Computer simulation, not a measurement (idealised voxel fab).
Process module in this document: voxel self aligned contacts
In the cross-section labelled cut, the width is 260 nm and each square cell is 5 nm.
How to read a cross-section here: the picture is a grid of square cells, written as bands going from the top down, and any band can span one or more rows of cells. Top height, bottom height, nm. Materials left to right, width each, nm. Single material + "all across" = fills band edge to edge. "air" = empty. For the purposes of this specification, 0 denotes the height below which the wafer in its as-received condition is composed wholly of one material, and the lowermost band, lacking a lower limit, extends downward without end, as expressed in "top 0, no bottom". You'd read "30..40" like this: the band's top row of cells is as wide as the first number, its bottom row is as wide as the second, and going down, every row changes width by the same amount as the row before did. "no alteration" after a step means that no cell of the cross-section changed. What "Voids, fully enclosed" gives you is every empty space of 8 cells or more that is cut off from the top. Each appears as width x height at distance, with the distance taken from the left edge and width, height and distance all in nm. Read whatever lies past the settings on a step's line as the simulator's own remark about the step. Among the settings permitted on a step's line is "overlay nm"; applied to a step with a mask, it specifies the extent to which the mask lay to the right of its planned position, whereas a negative figure signifies a position to the left.

Process steps (planned)
1 op RECEIVE | material Si
2 op CONFORMAL_DEP | material SiO2 | thk nm 5
3 op DIRECTIONAL_DEP | material polySi | thk nm 25
4 op DIRECTIONAL_DEP | material SiN | thk nm 20
5 op DIRECTIONAL_DEP | material aC | thk nm 10
6 op PATTERN | tone cover | mask id GATE | material resist | width nm 25 | pitch nm 70 | thk nm 25 | overlay nm 0
7 op DIRECTIONAL_ETCH | etch materials aC | depth nm 10
8 op STRIP | etch materials resist
9 op DIRECTIONAL_ETCH | etch materials SiN | depth nm 20
10 op DIRECTIONAL_ETCH | etch materials polySi | depth nm 25
11 op STRIP | etch materials aC
12 op CONFORMAL_DEP | material SiN | thk nm 10
13 op DIRECTIONAL_ETCH | etch materials SiN | depth nm 10
14 op FILL_DEP | material SiO2 | thk nm 15
15 op CMP | height nm 55
16 op MASKED_ETCH | tone open | mask id CONTACT | width nm 55 | etch materials SiO2 | depth nm 55 | overlay nm 0
17 op CONFORMAL_DEP | material TiN | thk nm 5
18 op FILL_DEP | material W | thk nm 5
19 op CMP | height nm 55
20 op CONFORMAL_DEP | material SiCN | thk nm 5

The first of a set of two wafers, run to plan

Wafer cross-section on receipt, i.e. after step 1
- top 0, no bottom: Si all across
- Voids, fully enclosed: none

Once step 2 is through, the wafer looks like this in cross-section
- top 5, bottom 0: SiO2 all across
- Below a height of 0, the structure has not been altered.

Once step 3 is through, the wafer looks like this in cross-section
- top 30, bottom 5: polySi all across
- Below a height of 5, the structure has not been altered.

Once step 4 is through, the wafer looks like this in cross-section
- top 50, bottom 30: SiN all across
- Below a height of 30, the structure has not been altered.

Once step 5 is through, the wafer looks like this in cross-section
- top 60, bottom 50: aC all across
- Below a height of 50, the structure has not been altered.

Once step 6 is through, the wafer looks like this in cross-section
- top 85, bottom 60: 80 of air, 25 of resist, 45 of air, 25 of resist, 85 of air
- Below a height of 60, the structure has not been altered.

Once step 7 is through, the wafer looks like this in cross-section
- top 75, bottom 60: 80 of air, 25 of resist, 45 of air, 25 of resist, 85 of air
- top 60, bottom 50: 80 of air, 25 of aC, 45 of air, 25 of aC, 85 of air
- Below a height of 50, the structure has not been altered.

Once step 8 is through, the wafer looks like this in cross-section
- top 60, bottom 50: 80 of air, 25 of aC, 45 of air, 25 of aC, 85 of air
- Below a height of 50, the structure has not been altered.

Once step 9 is through, the wafer looks like this in cross-section
- top 60, bottom 50: 80 of air, 25 of aC, 45 of air, 25 of aC, 85 of air
- top 50, bottom 30: 80 of air, 25 of SiN, 45 of air, 25 of SiN, 85 of air
- Below a height of 30, the structure has not been altered.

Once step 10 is through, the wafer looks like this in cross-section
- top 60, bottom 50: 80 of air, 25 of aC, 45 of air, 25 of aC, 85 of air
- top 50, bottom 30: 80 of air, 25 of SiN, 45 of air, 25 of SiN, 85 of air
- top 30, bottom 5: 80 of air, 25 of polySi, 45 of air, 25 of polySi, 85 of air
- Below a height of 5, the structure has not been altered.

Once step 11 is through, the wafer looks like this in cross-section
- top 50, bottom 30: 80 of air, 25 of SiN, 45 of air, 25 of SiN, 85 of air
- Below a height of 30, the structure has not been altered.

Once step 12 is through, the wafer looks like this in cross-section
- top 60, bottom 30: 70 of air, 45 of SiN, 25 of air, 45 of SiN, 75 of air
- top 30, bottom 15: 70 of air, 10 of SiN, 25 of polySi, 10 of SiN, 25 of air, 10 of SiN, 25 of polySi, 10 of SiN, 75 of air
- top 15, bottom 5: 80 of SiN, 25 of polySi, 45 of SiN, 25 of polySi, 85 of SiN
- Below a height of 5, the structure has not been altered.

Once step 13 is through, the wafer looks like this in cross-section
- top 50, bottom 30: 70 of air, 45 of SiN, 25 of air, 45 of SiN, 75 of air
- top 30, bottom 5: 70 of air, 10 of SiN, 25 of polySi, 10 of SiN, 25 of air, 10 of SiN, 25 of polySi, 10 of SiN, 75 of air
- Below a height of 5, the structure has not been altered.

Once step 14 is through, the wafer looks like this in cross-section
- top 65, bottom 50: SiO2 all across
- top 50, bottom 30: 70 of SiO2, 45 of SiN, 25 of SiO2, 45 of SiN, 75 of SiO2
- top 30, bottom 5: 70 of SiO2, 10 of SiN, 25 of polySi, 10 of SiN, 25 of SiO2, 10 of SiN, 25 of polySi, 10 of SiN, 75 of SiO2
- Below a height of 5, the structure has not been altered.

Once step 15 is through, the wafer looks like this in cross-section
- top 55, bottom 50: SiO2 all across
- Below a height of 50, the structure has not been altered.

Once step 16 is through, the wafer looks like this in cross-section
- top 55, bottom 50: 100 of SiO2, 55 of air, 105 of SiO2
- top 50, bottom 30: 70 of SiO2, 45 of SiN, 25 of air, 45 of SiN, 75 of SiO2
- top 30, bottom 5: 70 of SiO2, 10 of SiN, 25 of polySi, 10 of SiN, 25 of air, 10 of SiN, 25 of polySi, 10 of SiN, 75 of SiO2
- top 5, bottom 0: 115 of SiO2, 25 of air, 120 of SiO2
- Below a height of 0, the structure has not been altered.

Once step 17 is through, the wafer looks like this in cross-section
- top 60, bottom 55: 105 of TiN, 45 of air, 110 of TiN
- top 55, bottom 50: 100 of SiO2, 20 of TiN, 15 of air, 20 of TiN, 105 of SiO2
- top 50, bottom 30: 70 of SiO2, 45 of SiN, 5 of TiN, 15 of air, 5 of TiN, 45 of SiN, 75 of SiO2
- top 30, bottom 5: 70 of SiO2, 10 of SiN, 25 of polySi, 10 of SiN, 5 of TiN, 15 of air, 5 of TiN, 10 of SiN, 25 of polySi, 10 of SiN, 75 of SiO2
- top 5, bottom 0: 115 of SiO2, 25 of TiN, 120 of SiO2
- Below a height of 0, the structure has not been altered.

Once step 18 is through, the wafer looks like this in cross-section
- top 65, bottom 60: W all across
- top 60, bottom 55: 105 of TiN, 45 of W, 110 of TiN
- top 55, bottom 50: 100 of SiO2, 20 of TiN, 15 of W, 20 of TiN, 105 of SiO2
- top 50, bottom 30: 70 of SiO2, 45 of SiN, 5 of TiN, 15 of W, 5 of TiN, 45 of SiN, 75 of SiO2
- top 30, bottom 5: 70 of SiO2, 10 of SiN, 25 of polySi, 10 of SiN, 5 of TiN, 15 of W, 5 of TiN, 10 of SiN, 25 of polySi, 10 of SiN, 75 of SiO2
- Below a height of 5, the structure has not been altered.

Once step 19 is through, the wafer looks like this in cross-section
- top 55, bottom 50: 100 of SiO2, 20 of TiN, 15 of W, 20 of TiN, 105 of SiO2
- Below a height of 50, the structure has not been altered.

Once step 20 is through, the wafer looks like this in cross-section
- top 60, bottom 55: SiCN all across
- Below a height of 55, the structure has not been altered.

Regarding the second of the two wafers: it shared the first wafer's starting condition and process plan, yet one error occurred during its execution. Its history coincides with that of the first wafer up to and including step 1

Second wafer, cut view, end of step 2 per plan: no alteration

Second wafer, cut view, end of step 3 per plan
- top 25, bottom 0: polySi all across
- Below a height of 0, the structure has not been altered.

Second wafer, cut view, end of step 4 per plan
- top 45, bottom 25: SiN all across
- Below a height of 25, the structure has not been altered.

Second wafer, cut view, end of step 5 per plan
- top 55, bottom 45: aC all across
- Below a height of 45, the structure has not been altered.

Second wafer, cut view, end of step 6 per plan
- top 80, bottom 55: 80 of air, 25 of resist, 45 of air, 25 of resist, 85 of air
- Below a height of 55, the structure has not been altered.

Second wafer, cut view, end of step 7 per plan
- top 70, bottom 55: 80 of air, 25 of resist, 45 of air, 25 of resist, 85 of air
- top 55, bottom 45: 80 of air, 25 of aC, 45 of air, 25 of aC, 85 of air
- Below a height of 45, the structure has not been altered.

Second wafer, cut view, end of step 8 per plan
- top 55, bottom 45: 80 of air, 25 of aC, 45 of air, 25 of aC, 85 of air
- Below a height of 45, the structure has not been altered.

Second wafer, cut view, end of step 9 per plan
- top 55, bottom 45: 80 of air, 25 of aC, 45 of air, 25 of aC, 85 of air
- top 45, bottom 25: 80 of air, 25 of SiN, 45 of air, 25 of SiN, 85 of air
- Below a height of 25, the structure has not been altered.

Second wafer, cut view, end of step 10 per plan
- top 55, bottom 45: 80 of air, 25 of aC, 45 of air, 25 of aC, 85 of air
- top 45, bottom 25: 80 of air, 25 of SiN, 45 of air, 25 of SiN, 85 of air
- top 25, bottom 0: 80 of air, 25 of polySi, 45 of air, 25 of polySi, 85 of air
- Below a height of 0, the structure has not been altered.

Second wafer, cut view, end of step 11 per plan
- top 45, bottom 25: 80 of air, 25 of SiN, 45 of air, 25 of SiN, 85 of air
- Below a height of 25, the structure has not been altered.

Second wafer, cut view, end of step 12 per plan
- top 55, bottom 25: 70 of air, 45 of SiN, 25 of air, 45 of SiN, 75 of air
- top 25, bottom 10: 70 of air, 10 of SiN, 25 of polySi, 10 of SiN, 25 of air, 10 of SiN, 25 of polySi, 10 of SiN, 75 of air
- top 10, bottom 0: 80 of SiN, 25 of polySi, 45 of SiN, 25 of polySi, 85 of SiN
- Below a height of 0, the structure has not been altered.

Second wafer, cut view, end of step 13 per plan
- top 45, bottom 25: 70 of air, 45 of SiN, 25 of air, 45 of SiN, 75 of air
- top 25, bottom 0: 70 of air, 10 of SiN, 25 of polySi, 10 of SiN, 25 of air, 10 of SiN, 25 of polySi, 10 of SiN, 75 of air
- Below a height of 0, the structure has not been altered.

Second wafer, cut view, end of step 14 per plan
- top 60, bottom 45: SiO2 all across
- top 45, bottom 25: 70 of SiO2, 45 of SiN, 25 of SiO2, 45 of SiN, 75 of SiO2
- top 25, bottom 0: 70 of SiO2, 10 of SiN, 25 of polySi, 10 of SiN, 25 of SiO2, 10 of SiN, 25 of polySi, 10 of SiN, 75 of SiO2
- Below a height of 0, the structure has not been altered.

Second wafer, cut view, end of step 15 per plan
- top 55, bottom 45: SiO2 all across
- Below a height of 45, the structure has not been altered.

Second wafer, cut view, end of step 16 per plan
- top 55, bottom 45: 100 of SiO2, 55 of air, 105 of SiO2
- top 45, bottom 25: 70 of SiO2, 45 of SiN, 25 of air, 45 of SiN, 75 of SiO2
- top 25, bottom 0: 70 of SiO2, 10 of SiN, 25 of polySi, 10 of SiN, 25 of air, 10 of SiN, 25 of polySi, 10 of SiN, 75 of SiO2
- Below a height of 0, the structure has not been altered.

Second wafer, cut view, end of step 17 per plan
- top 60, bottom 55: 105 of TiN, 45 of air, 110 of TiN
- top 55, bottom 45: 100 of SiO2, 5..20 of TiN, 45..15 of air, 5..20 of TiN, 105 of SiO2
- top 45, bottom 25: 70 of SiO2, 45 of SiN, 5 of TiN, 15 of air, 5 of TiN, 45 of SiN, 75 of SiO2
- top 25, bottom 5: 70 of SiO2, 10 of SiN, 25 of polySi, 10 of SiN, 5 of TiN, 15 of air, 5 of TiN, 10 of SiN, 25 of polySi, 10 of SiN, 75 of SiO2
- top 5, bottom 0: 70 of SiO2, 10 of SiN, 25 of polySi, 10 of SiN, 25 of TiN, 10 of SiN, 25 of polySi, 10 of SiN, 75 of SiO2
- Below a height of 0, the structure has not been altered.

Second wafer, cut view, end of step 18 per plan
- top 65, bottom 60: W all across
- top 60, bottom 55: 105 of TiN, 45 of W, 110 of TiN
- top 55, bottom 45: 100 of SiO2, 5..20 of TiN, 45..15 of W, 5..20 of TiN, 105 of SiO2
- top 45, bottom 25: 70 of SiO2, 45 of SiN, 5 of TiN, 15 of W, 5 of TiN, 45 of SiN, 75 of SiO2
- top 25, bottom 5: 70 of SiO2, 10 of SiN, 25 of polySi, 10 of SiN, 5 of TiN, 15 of W, 5 of TiN, 10 of SiN, 25 of polySi, 10 of SiN, 75 of SiO2
- Below a height of 5, the structure has not been altered.

Second wafer, cut view, end of step 19 per plan
- top 55, bottom 45: 100 of SiO2, 5..20 of TiN, 45..15 of W, 5..20 of TiN, 105 of SiO2
- Below a height of 45, the structure has not been altered.

Second wafer, cut view, end of step 20 per plan
- top 60, bottom 55: SiCN all across
- Below a height of 55, the structure has not been altered.
Finding, execution versus plan: with respect to the plan, step 2 was omitted and not executed
The closing comparison, in cells, has the second wafer with more or fewer of some materials than the first: -6 SiO2, +6 W
